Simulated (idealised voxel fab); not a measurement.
The following process module bears the name voxel double patterning.
Section cut is 220 nm wide and gridded with 5 nm square cells.
In this document a cross-section is written as a grid of square cells. It is given as a series of bands, listed from the top down, and a band is one or more rows of cells. First you get the band's top height and its bottom height, in nm, and then the materials it's made of, left to right, with each width in nm. If you see a single material with "throughout", that one covers the band edge to edge. "air" is empty space. Note: height 0 marks the level under which the wafer is uniformly one material as received. Lowest band unbounded below, written "top 0, no bottom". With a width like "30 to 40", each row of cells in the band differs from the next by the same amount, the top row carrying the first number and the bottom row the second. Any step labelled "identical to before" changed none of the cells in the cross-section. Heads up: "Fully sealed cavities" only lists the empty pockets with no open path to the top that are 8 cells or more, and it writes them as width x height at distance, distance from the left edge, in nm. On each step's line, the part that comes after the settings is the simulator's own comment on the step. overlay nm: right-of-plan distance of the mask on a masked step; negative values mean left-of-plan.
STEPS IN THE PROCESS PLAN
1) RECEIVE, material Si
2) CONFORMAL_DEP, material SiO2, thk nm 5
3) DIRECTIONAL_DEP, material TiN, thk nm 15
4) DIRECTIONAL_DEP, material SiCN, thk nm 10
5) PATTERN, tone open, mask id FIRST, material resist, width nm 15, pitch nm 50, thk nm 15, overlay nm 0
6) DIRECTIONAL_ETCH, etch materials SiCN, depth nm 10
7) STRIP, etch materials resist
8) DIRECTIONAL_DEP, material aC, thk nm 10
9) PATTERN, tone open, mask id SECOND, material resist, width nm 15, thk nm 25, overlay nm 0
10) DIRECTIONAL_ETCH, etch materials aC, depth nm 10
11) STRIP, etch materials resist
12) DIRECTIONAL_ETCH, etch materials SiCN, depth nm 10
13) STRIP, etch materials aC
14) DIRECTIONAL_ETCH, etch materials TiN, depth nm 15
15) STRIP, etch materials SiCN
INCOMING WAFER, CROSS-SECTIONAL VIEW, POST STEP 1
top 0, no bottom  Si throughout
Fully sealed cavities: none
END STATE OF THE MODULE IN CROSS-SECTION, GIVEN THE ABOVE STARTING POINT AND PLAN AND ONE MISTAKE IN EXECUTION
top 20, bottom 15  SiO2 throughout
top 15, bottom 0  TiN throughout
top 0, no bottom  Si throughout
Fully sealed cavities: none
Which mistake was made when the wafer was run? it was found that steps 2 and 3 of the process plan had been performed in exchanged positions
